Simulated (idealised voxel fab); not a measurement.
You're looking at the process module voxel gate over fins.
Pictured: cross-section cut, 275 nm wide, on a grid of 5 nm square cells.
This document writes a cross-section as a grid whose cells are square, and gives it as bands, listed from the top down; one or more rows of cells form a band. First you get the band's top height and its bottom height, in nm, and then the materials it's made of, left to right, with each width in nm. If you see a single material with "throughout", that one covers the band edge to edge. "empty" is empty space. Note: height 0 marks the level under which the wafer is uniformly one material as received. Lowest band unbounded below, written "top 0, no bottom". The notation "30->40" denotes a width that varies across the rows of cells in the band, beginning at the first number in the top row, finishing at the second number in the bottom row, and changing by an identical amount from each row to the next. "no change occurred" for a step: no cell of the cross-section changed in that step. You'll see "Trapped voids" listing empty spaces that have no way open to the top, as long as they're 8 cells or more; the notation is width x height at distance, where the distance is from the left edge, and all of it is in nm. The remark found on a step's line after its settings is issued by the simulator itself and pertains to that step. The optional step-line setting "overlay nm" applies to steps with a mask and quantifies how far to the right of its planned location the mask lay, a negative value indicating leftward placement.
Set out below are the planned steps of the process:
1,RECEIVE: material Si
2,CONFORMAL_DEP: material SiN, thk nm 10
3,DIRECTIONAL_DEP: material aC, thk nm 15
4,PATTERN: tone cover, mask id FINS, material resist, width nm 15, pitch nm 60, thk nm 30, overlay nm 0
5,DIRECTIONAL_ETCH: etch materials aC, depth nm 15
6,STRIP: etch materials resist
7,DIRECTIONAL_ETCH: etch materials SiN, depth nm 10
8,DIRECTIONAL_ETCH: etch materials Si, depth nm 30
9,STRIP: etch materials aC
10,FILL_DEP: material SiO2, thk nm 10
11,CMP: height nm 10
12,DIRECTIONAL_DEP: material aC, thk nm 15
13,PATTERN: tone open, mask id RAIL, material resist, width nm 15, thk nm 35, overlay nm 0
14,DIRECTIONAL_ETCH: etch materials aC, depth nm 15
15,STRIP: etch materials resist
16,DIRECTIONAL_ETCH: etch materials SiO2, depth nm 35
17,STRIP: etch materials aC
18,CONFORMAL_DEP: material TiN, thk nm 5
19,FILL_DEP: material W, thk nm 10
20,CMP: height nm 10
21,SELECTIVE_ETCH: etch materials W Ru TiN, depth nm 25
22,FILL_DEP: material SiO2, thk nm 5
23,CMP: height nm 10
24,SELECTIVE_ETCH: etch materials SiO2, depth nm 20
25,STRIP: etch materials SiN
26,CONFORMAL_DEP: material HfO2, thk nm 5
27,CONFORMAL_DEP: material TiN, thk nm 5
28,CONFORMAL_DEP: material TiAl, thk nm 5
29,CONFORMAL_DEP: material TiN, thk nm 5
30,FILL_DEP: material W, thk nm 15
31,CMP: height nm 30
32,CONFORMAL_DEP: material SiN, thk nm 10
Delivered wafer in cross-section: state after step 1:
* top 0, no bottom = Si throughout
* Trapped voids: none
Figure: cross-sectional view of the wafer upon completion of the module, processed from the initial state and according to the plan depicted above, with one error introduced during execution:
* top 40, bottom 30 = SiN throughout
* top 30, bottom 15 = W throughout
* top 15, bottom 10 = W: 85, TiN: 45, W: 15, TiN: 45, W: 85
* top 10, bottom 5 = W: 85, TiN: 5, TiAl: 35, TiN: 5, W: 15, TiN: 5, TiAl: 35, TiN: 5, W: 85
* top 5, bottom 0 = TiN: 90, TiAl: 5, HfO2: 25, TiAl: 5, TiN: 25, TiAl: 5, HfO2: 25, TiAl: 5, TiN: 90
* top 0, bottom -5 = TiAl: 95, HfO2: 5, Si: 15, HfO2: 5, TiAl: 35, HfO2: 5, Si: 15, HfO2: 5, TiAl: 95
* top -5, bottom -10 = HfO2: 100, Si: 15, HfO2: 45, Si: 15, HfO2: 100
* top -10, bottom -15 = SiO2: 100, Si: 15, SiO2: 45, Si: 15, SiO2: 100
* top -15, bottom -20 = SiO2: 100, Si: 15, SiO2: 15, TiN: 5, W: 5, TiN: 5, SiO2: 15, Si: 15, SiO2: 100
* top -20, bottom -25 = SiO2: 100, Si: 15, SiO2: 15, TiN: 15, SiO2: 15, Si: 15, SiO2: 100
* top -25, bottom -30 = SiO2: 100, Si: 15, SiO2: 45, Si: 15, SiO2: 100
* top -30, no bottom = Si throughout
* Trapped voids: none
Which mistake was made when the wafer was run? plan step 27 never ran because it was skipped
